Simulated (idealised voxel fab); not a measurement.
Module name: voxel transistor to metal (process module)
Each square cell in cross-section cut measures 5 nm, and the section as a whole is 195 nm wide.
Cross-section format: a grid of square cells, given as bands from top to bottom; each band is one or more rows of cells. The entry gives the band's vertical extent as a top height and a bottom height in nm, then its horizontal make-up as materials from left to right, each with a width in nm. "air" stands for empty space; a single material marked "all across" fills the band edge to edge. It should be noted that heights are counted from 0, beneath which the wafer as supplied is of one material throughout, and that the lowest band possesses no lower boundary but continues downward, as written in "z 0 and below". A width such as "30 to 40" changes by the same amount from each row of cells to the next, from the band's top row to its bottom row. "no alteration" after a step means that no cell of the cross-section changed. Closed empty spaces (no open way to the top) of 8 cells or more are what "Enclosed void inventory" lists, each as width x height at distance from the left edge, nm for all three. Text after the settings on a step's line: the simulator's own remark on that step. overlay nm, on a step with a mask: how far to the right of its planned place the mask lay; to the left if negative.
PLANNED STEP LIST FOR THE PROCESS
1: op RECEIVE | material Si
2: op OXIDIZE | depth nm 5
3: op CONFORMAL_DEP | material SiN | thk nm 15
4: op MASKED_ETCH | tone cover | mask id ACTIVE | width nm 105 | etch materials SiN | depth nm 15 | overlay nm 0
5: op MASKED_ETCH | tone cover | mask id ACTIVE | width nm 105 | etch materials SiO2 | depth nm 5 | overlay nm 0
6: op MASKED_ETCH | tone cover | mask id ACTIVE | width nm 105 | etch materials Si | depth nm 25 | overlay nm 0
7: op FILL_DEP | material SiO2 | thk nm 15
8: op CMP | height nm 15
9: op SELECTIVE_ETCH | etch materials SiO2 | depth nm 5
10: op STRIP | etch materials SiN
11: op SELECTIVE_ETCH | etch materials SiO2 | depth nm 5
12: op OXIDIZE | depth nm 5
13: op DIRECTIONAL_DEP | material polySi | thk nm 25
14: op DIRECTIONAL_DEP | material SiCN | thk nm 10
15: op MASKED_ETCH | tone cover | mask id GATE | width nm 15 | etch materials SiCN | depth nm 20 | overlay nm 0
16: op MASKED_ETCH | tone cover | mask id GATE | width nm 15 | etch materials polySi | depth nm 35 | overlay nm 0
17: op CONFORMAL_DEP | material SiO2 | thk nm 5
18: op DIRECTIONAL_ETCH | etch materials SiO2 | depth nm 5
19: op CONFORMAL_DEP | material SiN | thk nm 5
20: op DIRECTIONAL_ETCH | etch materials SiN | depth nm 5
21: op DIRECTIONAL_ETCH | etch materials SiO2 | depth nm 5
22: op DIRECTIONAL_ETCH | etch materials Si | depth nm 5
23: op EPI | material SiGe | thk nm 10
24: op FILL_DEP | material SiO2 | thk nm 5
25: op CMP | height nm 30
26: op DIRECTIONAL_DEP | material SiO2 | thk nm 10
27: op DIRECTIONAL_DEP | material aC | thk nm 15
28: op PATTERN | tone open | mask id CONTACT | material resist | width nm 35 | pitch nm 60 | thk nm 35 | overlay nm 0
29: op DIRECTIONAL_ETCH | etch materials aC | depth nm 15
30: op STRIP | etch materials resist
31: op DIRECTIONAL_ETCH | etch materials SiO2 | depth nm 45
32: op STRIP | etch materials aC
33: op CONFORMAL_DEP | material TiN | thk nm 5
34: op FILL_DEP | material Ru | thk nm 10
35: op CMP | height nm 40
36: op CONFORMAL_DEP | material SiN | thk nm 5
37: op DIRECTIONAL_DEP | material lowk | thk nm 25
38: op MASKED_ETCH | tone open | mask id METAL_1 | width nm 20 | pitch nm 75 | etch materials lowk | depth nm 25 | overlay nm 0
39: op MASKED_ETCH | tone open | mask id METAL_1 | width nm 20 | pitch nm 75 | etch materials SiN | depth nm 5 | overlay nm 0
40: op CONFORMAL_DEP | material TiN | thk nm 5
41: op FILL_DEP | material W | thk nm 10
42: op CMP | height nm 70
43: op CONFORMAL_DEP | material SiCN | thk nm 5
AS-RECEIVED WAFER CROSS-SECTION (AFTER STEP 1)
- z 0 and below | Si all across
- Enclosed void inventory: none
CROSS-SECTION AT MODULE END, ONE RUN ERROR; START AND PLAN UNCHANGED FROM ABOVE
- z 75 to 70 | SiCN all across
- z 70 to 45 | 50 nm lowk  5 nm SiO2  10 nm W  5 nm SiO2  55 nm lowk  5 nm SiO2  10 nm W  5 nm SiO2  50 nm lowk
- z 45 to 40 | 50 nm SiN  20 nm SiO2  55 nm SiN  20 nm SiO2  50 nm SiN
- z 40 to 30 | 50 nm SiO2  5 nm TiN  25 to 20 nm Ru  5 to 10 nm TiN  25 nm SiO2  5 to 10 nm TiN  25 to 20 nm Ru  5 nm TiN  50 nm SiO2
- z 30 to 20 | 50 nm SiO2  5 nm TiN  20 nm Ru  5 nm TiN  5 nm SiN  5 nm SiO2  15 nm SiCN  5 nm SiO2  5 nm SiN  5 nm TiN  20 nm Ru  5 nm TiN  50 nm SiO2
- z 20 to 5 | 50 nm SiO2  5 nm TiN  20 nm Ru  5 nm TiN  5 nm SiN  5 nm SiO2  15 nm polySi  5 nm SiO2  5 nm SiN  5 nm TiN  20 nm Ru  5 nm TiN  50 nm SiO2
- z 5 to 0 | 45 nm SiO2  5 nm SiN  30 nm TiN  5 nm SiN  5 nm SiO2  15 nm polySi  5 nm SiO2  5 nm SiN  30 nm TiN  5 nm SiN  45 nm SiO2
- z 0 to -5 | 45 nm SiO2  5 nm SiN  10 nm SiGe  10 nm TiN  10 nm SiGe  5 nm SiN  5 nm SiO2  15 nm polySi  5 nm SiO2  5 nm SiN  10 nm SiGe  10 nm TiN  10 nm SiGe  5 nm SiN  45 nm SiO2
- z -5 to -10 | 50 nm SiO2  30 nm SiGe  35 nm SiO2  30 nm SiGe  50 nm SiO2
- z -10 to -15 | 45 nm SiO2  5 nm Si  30 nm SiGe  35 nm Si  30 nm SiGe  5 nm Si  45 nm SiO2
- z -15 to -30 | 45 nm SiO2  105 nm Si  45 nm SiO2
- z -30 and below | Si all across
- Enclosed void inventory: none
Where did the run depart from the plan? planned and actual differ for step 40; actual: op CONFORMAL_DEP | material SiO2 | thk nm 5
